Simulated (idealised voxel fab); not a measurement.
You're looking at the process module voxel plated lines.
The figure presents cross-section cut, which has a width of 225 nm and is divided into square cells with an edge length of 5 nm.
For the purposes of this document, a cross-section shall be understood as a grid of square cells, specified as bands listed in top-to-bottom order, each band consisting of one or more rows of cells.
What a band's entry tells you: where the top is and where the bottom is, as heights in nm, and after that what lies inside, material by material from left to right, each with its width in nm. Empty space is written as the word "air", and a single material marked with the word "everywhere" occupies the band from edge to edge.
All heights in this document are referenced to 0, defined as the level beneath which the wafer, as received, consists entirely of one material. The lowest band is not bounded below; it extends indefinitely downward and is written in the form "0 -> down".
When a width is written as two numbers, as in "30 to 40", the first number is the width in the top row of cells of the band and the second is the width in its bottom row, and the width changes by the same amount from each row to the next.
"changes: none", as given for a step, is the statement that not any cell of the cross-section underwent a change during that step.
Under "Closed void table" you'll find the enclosed gaps, the ones with no way out to the top, that are 8 cells or bigger; each reads width x height at distance, with distance counted from the left edge, everything in nm.
Note: text after step settings on the step line = simulator remark on that step.
Steps that use a mask can have "overlay nm" on their line. It says how far the mask sat to the right of where it was meant to be. Negative means to the left.

SET OUT BELOW ARE THE PLANNED STEPS OF THE PROCESS
1: RECEIVE, material Si
2: CONFORMAL_DEP, material Al2O3, thk nm 15
3: DIRECTIONAL_DEP, material TiN, thk nm 5
4: PATTERN, tone open, mask id LINES, material resist, width nm 30, pitch nm 55, thk nm 30, overlay nm 0
5: EPI, material Ru, thk nm 5
6: EPI, material Ru, thk nm 5
7: STRIP, etch materials resist
8: DIRECTIONAL_ETCH, etch materials TiN, depth nm 5
9: CONFORMAL_DEP, material SiO2, thk nm 10

RUN AS PLANNED: FIRST OF TWO WAFERS

THIS IS THE CROSS-SECTION OF THE WAFER AS WE RECEIVED IT, I.E. AFTER STEP 1
0 -> down: Si everywhere
Closed void table: none

AFTER STEP 2: WAFER CROSS-SECTION
15 -> 0: Al2O3 everywhere
Below 0 it's all the same as before, nothing changed down there.

AFTER STEP 3: WAFER CROSS-SECTION
20 -> 15: TiN everywhere
Below 15 it's all the same as before, nothing changed down there.

AFTER STEP 4: WAFER CROSS-SECTION
50 -> 20: resist: 15, then air: 30, then resist: 25, then air: 30, then resist: 25, then air: 30, then resist: 25, then air: 30, then resist: 15
Below 20 it's all the same as before, nothing changed down there.

AFTER STEP 5: WAFER CROSS-SECTION
50 -> 25: resist: 15, then air: 30, then resist: 25, then air: 30, then resist: 25, then air: 30, then resist: 25, then air: 30, then resist: 15
25 -> 20: resist: 15, then Ru: 30, then resist: 25, then Ru: 30, then resist: 25, then Ru: 30, then resist: 25, then Ru: 30, then resist: 15
Below 20 it's all the same as before, nothing changed down there.

AFTER STEP 6: WAFER CROSS-SECTION
50 -> 30: resist: 15, then air: 30, then resist: 25, then air: 30, then resist: 25, then air: 30, then resist: 25, then air: 30, then resist: 15
30 -> 20: resist: 15, then Ru: 30, then resist: 25, then Ru: 30, then resist: 25, then Ru: 30, then resist: 25, then Ru: 30, then resist: 15
Below 20 it's all the same as before, nothing changed down there.

AFTER STEP 7: WAFER CROSS-SECTION
30 -> 20: air: 15, then Ru: 30, then air: 25, then Ru: 30, then air: 25, then Ru: 30, then air: 25, then Ru: 30, then air: 15
Below 20 it's all the same as before, nothing changed down there.

AFTER STEP 8: WAFER CROSS-SECTION
30 -> 20: air: 15, then Ru: 30, then air: 25, then Ru: 30, then air: 25, then Ru: 30, then air: 25, then Ru: 30, then air: 15
20 -> 15: air: 15, then TiN: 30, then air: 25, then TiN: 30, then air: 25, then TiN: 30, then air: 25, then TiN: 30, then air: 15
Below 15 it's all the same as before, nothing changed down there.

AFTER STEP 9: WAFER CROSS-SECTION
40 -> 30: air: 5, then SiO2: 50, then air: 5, then SiO2: 50, then air: 5, then SiO2: 50, then air: 5, then SiO2: 50, then air: 5
30 -> 25: air: 5, then SiO2: 10, then Ru: 30, then SiO2: 10, then air: 5, then SiO2: 10, then Ru: 30, then SiO2: 10, then air: 5, then SiO2: 10, then Ru: 30, then SiO2: 10, then air: 5, then SiO2: 10, then Ru: 30, then SiO2: 10, then air: 5
25 -> 20: SiO2: 15, then Ru: 30, then SiO2: 25, then Ru: 30, then SiO2: 25, then Ru: 30, then SiO2: 25, then Ru: 30, then SiO2: 15
20 -> 15: SiO2: 15, then TiN: 30, then SiO2: 25, then TiN: 30, then SiO2: 25, then TiN: 30, then SiO2: 25, then TiN: 30, then SiO2: 15
Below 15 it's all the same as before, nothing changed down there.

SECOND WAFER: SAME START AND SAME PLAN AS THE FIRST, ONE EXECUTION ERROR; IDENTICAL TO THE FIRST THROUGH STEP 1

SECOND WAFER: CROSS-SECTION AT THE SCHEDULED END OF STEP 2
5 -> 0: TiN everywhere
Below 0 it's all the same as before, nothing changed down there.

SECOND WAFER: CROSS-SECTION AT THE SCHEDULED END OF STEP 3
20 -> 5: Al2O3 everywhere
Below 5 it's all the same as before, nothing changed down there.

SECOND WAFER: CROSS-SECTION AT THE SCHEDULED END OF STEP 4
50 -> 20: resist: 15, then air: 30, then resist: 25, then air: 30, then resist: 25, then air: 30, then resist: 25, then air: 30, then resist: 15
Below 20 it's all the same as before, nothing changed down there.

Second wafer: cross-section at the scheduled end of step 5: changes: none

Second wafer: cross-section at the scheduled end of step 6: changes: none

SECOND WAFER: CROSS-SECTION AT THE SCHEDULED END OF STEP 7
20 -> 5: Al2O3 everywhere
Below 5 it's all the same as before, nothing changed down there.

Second wafer: cross-section at the scheduled end of step 8: changes: none

SECOND WAFER: CROSS-SECTION AT THE SCHEDULED END OF STEP 9
30 -> 20: SiO2 everywhere
Below 20 it's all the same as before, nothing changed down there.
What was done differently from what was planned? steps 2 and 3: order swapped relative to plan
End check, counted in cells, second wafer has more or fewer of these materials than the first: Ru -48; SiO2 -48; TiN +21
